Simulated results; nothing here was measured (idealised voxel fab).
Process module, titled voxel double patterning
Shown is cross-section cut, with a width of 260 nm and square cells of size 5 nm.
Notation: cross-section as square-cell grid; stated in bands, top first, going down; one or more cell rows per band. Heads up on the band format: heights come first, top then bottom, in nm. After that it's the materials left to right, each with its width in nm. A single material flagged "edge to edge" fills the whole band edge to edge, and "air" means there's empty space there. Counting heights begins at 0, where everything beneath is, in the wafer as received, one material. The lowest band has no bottom; it goes on downwards, as "0 down" shows. With a width like "30 to 40", each row of cells in the band differs from the next by the same amount, the top row carrying the first number and the bottom row the second. When a step is marked "no modifications", none of the cells in the cross-section changed during that step. "Sealed-off cavities" means: voids of 8 cells or more that are shut off from the top with no open way through. Written width x height at distance, distance from the left edge, in nm. Note: text after step settings on the step line = simulator remark on that step. overlay nm: mask right of planned place by this much (step with mask). Neg. = left.
This section lists the process steps that were planned:
1,op RECEIVE | material Si
2,op CONFORMAL_DEP | material SiO2 | thk nm 5
3,op DIRECTIONAL_DEP | material TiN | thk nm 20
4,op DIRECTIONAL_DEP | material SiCN | thk nm 10
5,op DIRECTIONAL_DEP | material aC | thk nm 15
6,op PATTERN | tone open | mask id FIRST | material resist | width nm 15 | pitch nm 50 | thk nm 30 | overlay nm 0
7,op DIRECTIONAL_ETCH | etch materials aC | depth nm 15
8,op STRIP | etch materials resist
9,op DIRECTIONAL_ETCH | etch materials SiCN | depth nm 10
10,op STRIP | etch materials aC
11,op MASKED_ETCH | tone open | mask id SECOND | width nm 15 | etch materials SiCN | depth nm 5 | overlay nm 0
12,op DIRECTIONAL_ETCH | etch materials TiN | depth nm 20
13,op STRIP | etch materials SiCN
Heads up: all these wafers start the same, and what changes between them is the depth nm in step 11. The value you see in the plan is just what the first wafer got.
The first of several wafers as received, shown in cross-section; this is its state after step 1:
  0 down = Si edge to edge
  Sealed-off cavities: none
Module end state after final step 13: cross-section of the first of several wafers:
  25 to 5 = 95 of TiN, 15 of air, 35 of TiN, 15 of air, 100 of TiN
  5 to 0 = SiO2 edge to edge
  0 down = Si edge to edge
  Sealed-off cavities: none
The final wafer, sectioned at module end:
  25 to 5 = 95 of TiN, 15 of air, 10 of TiN, 15 of air, 10 of TiN, 15 of air, 100 of TiN
  5 to 0 = SiO2 edge to edge
  0 down = Si edge to edge
  Sealed-off cavities: none
For your reference, the table is organized with a row per wafer; each row reflects the wafer at the end of the module, indicating for each material the cells gained (+) or lost (-) since receipt, and thereafter its closed voids:
depth nm 5; +52 SiO2; +184 TiN; Sealed-off cavities: none
depth nm 10; +52 SiO2; +172 TiN; Sealed-off cavities: none
depth nm 15; +52 SiO2; +172 TiN; Sealed-off cavities: none
depth nm 20; +52 SiO2; +172 TiN; Sealed-off cavities: none
depth nm 25; +52 SiO2; +172 TiN; Sealed-off cavities: none
